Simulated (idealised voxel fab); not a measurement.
process module | voxel spacer lines
The figure presents cross-section cut, which has a width of 195 nm and is divided into square cells with an edge length of 5 nm.
Format of a cross-section: grid, square cells. Given as bands. Order: top down. Band: one or more rows of cells.
The band entry comprises the height of the band's top followed by the height of its bottom, expressed in nm, and subsequently the band's materials from left to right, each stated together with its width in nm. Where a single material is marked with the word "everywhere", that material fills the band from edge to edge. The word "empty" represents empty space.
Where do heights start? At 0: under that level the wafer as delivered is made of one material only. And the lowest band has no floor; it just carries on downward, as in "z 0 and below".
Graded width ("30 to 40"): value in top row of band = first number; value in bottom row = second number; row-to-row change constant.
Basically "no alteration" means that step didn't change any cell in the cross-section.
So "Fully sealed voids" is basically the list of trapped voids: any empty space of 8 cells or more that can't reach the top through an opening. They're written width x height at distance, the distance being from the left edge, and it's all nm.
What comes after the settings on a step's line is commentary from the simulator itself on that step.
overlay nm: step with mask; distance mask lay right of planned place; negative value = left of planned place.

Steps in the process plan:
1,RECEIVE, material Si
2,CONFORMAL_DEP, material Al2O3, thk nm 10
3,DIRECTIONAL_DEP, material polySi, thk nm 10
4,DIRECTIONAL_DEP, material aC, thk nm 25
5,PATTERN, tone cover, mask id MANDREL, material resist, width nm 15, pitch nm 50, thk nm 35, overlay nm 0
6,DIRECTIONAL_ETCH, etch materials aC, depth nm 25
7,STRIP, etch materials resist
8,CONFORMAL_DEP, material SiO2, thk nm 10
9,DIRECTIONAL_ETCH, etch materials SiO2, depth nm 10
10,STRIP, etch materials aC
11,DIRECTIONAL_ETCH, etch materials polySi, depth nm 10
12,STRIP, etch materials SiO2

Run as planned: first of two wafers:

Received-state cross-section, reflecting completion of step 1:
- z 0 and below  Si everywhere
- Fully sealed voids: none

Wafer after step 2 (cross-section):
- z 10 to 0  Al2O3 everywhere
- Below 0 it's all the same as before, nothing changed down there.

Wafer after step 3 (cross-section):
- z 20 to 10  polySi everywhere
- Below 10 it's all the same as before, nothing changed down there.

Wafer after step 4 (cross-section):
- z 45 to 20  aC everywhere
- Below 20 it's all the same as before, nothing changed down there.

Wafer after step 5 (cross-section):
- z 80 to 45  empty (40) | resist (15) | empty (35) | resist (15) | empty (35) | resist (15) | empty (40)
- Below 45 it's all the same as before, nothing changed down there.

Wafer after step 6 (cross-section):
- z 55 to 45  empty (40) | resist (15) | empty (35) | resist (15) | empty (35) | resist (15) | empty (40)
- z 45 to 20  empty (40) | aC (15) | empty (35) | aC (15) | empty (35) | aC (15) | empty (40)
- Below 20 it's all the same as before, nothing changed down there.

Wafer after step 7 (cross-section):
- z 45 to 20  empty (40) | aC (15) | empty (35) | aC (15) | empty (35) | aC (15) | empty (40)
- Below 20 it's all the same as before, nothing changed down there.

Wafer after step 8 (cross-section):
- z 55 to 45  empty (30) | SiO2 (35) | empty (15) | SiO2 (35) | empty (15) | SiO2 (35) | empty (30)
- z 45 to 30  empty (30) | SiO2 (10) | aC (15) | SiO2 (10) | empty (15) | SiO2 (10) | aC (15) | SiO2 (10) | empty (15) | SiO2 (10) | aC (15) | SiO2 (10) | empty (30)
- z 30 to 20  SiO2 (40) | aC (15) | SiO2 (35) | aC (15) | SiO2 (35) | aC (15) | SiO2 (40)
- Below 20 it's all the same as before, nothing changed down there.

Wafer after step 9 (cross-section):
- z 45 to 20  empty (30) | SiO2 (10) | aC (15) | SiO2 (10) | empty (15) | SiO2 (10) | aC (15) | SiO2 (10) | empty (15) | SiO2 (10) | aC (15) | SiO2 (10) | empty (30)
- Below 20 it's all the same as before, nothing changed down there.

Wafer after step 10 (cross-section):
- z 45 to 20  empty (30) | SiO2 (10) | empty (15) | SiO2 (10) | empty (15) | SiO2 (10) | empty (15) | SiO2 (10) | empty (15) | SiO2 (10) | empty (15) | SiO2 (10) | empty (30)
- Below 20 it's all the same as before, nothing changed down there.

Wafer after step 11 (cross-section):
- z 45 to 20  empty (30) | SiO2 (10) | empty (15) | SiO2 (10) | empty (15) | SiO2 (10) | empty (15) | SiO2 (10) | empty (15) | SiO2 (10) | empty (15) | SiO2 (10) | empty (30)
- z 20 to 10  empty (30) | polySi (10) | empty (15) | polySi (10) | empty (15) | polySi (10) | empty (15) | polySi (10) | empty (15) | polySi (10) | empty (15) | polySi (10) | empty (30)
- Below 10 it's all the same as before, nothing changed down there.

Wafer after step 12 (cross-section):
- z 20 to 10  empty (30) | polySi (10) | empty (15) | polySi (10) | empty (15) | polySi (10) | empty (15) | polySi (10) | empty (15) | polySi (10) | empty (15) | polySi (10) | empty (30)
- Below 10 it's all the same as before, nothing changed down there.

Companion wafer, the second of two: same beginning, same intended sequence, one mistake in carrying it out; through step 10 inclusive it tracks the first exactly:

Second wafer profile in section, at the moment step 11 of the plan was meant to be complete:
- z 45 to 20  empty (30) | SiO2 (10) | empty (15) | SiO2 (10) | empty (15) | SiO2 (10) | empty (15) | SiO2 (10) | empty (15) | SiO2 (10) | empty (15) | SiO2 (10) | empty (30)
- z 20 to 15  empty (30) | polySi (10) | empty (15) | polySi (10) | empty (15) | polySi (10) | empty (15) | polySi (10) | empty (15) | polySi (10) | empty (15) | polySi (10) | empty (30)
- Below 15 it's all the same as before, nothing changed down there.

Second wafer profile in section, at the moment step 12 of the plan was meant to be complete:
- z 20 to 15  empty (30) | polySi (10) | empty (15) | polySi (10) | empty (15) | polySi (10) | empty (15) | polySi (10) | empty (15) | polySi (10) | empty (15) | polySi (10) | empty (30)
- Below 15 it's all the same as before, nothing changed down there.
What broke from the plan during processing? step 11 was processed under conditions differing from the plan, specifically as DIRECTIONAL_ETCH, etch materials polySi, depth nm 5
Once processing is complete, comparing cell counts shows that the second wafer has more or fewer of certain materials than the first: 27 more of polySi
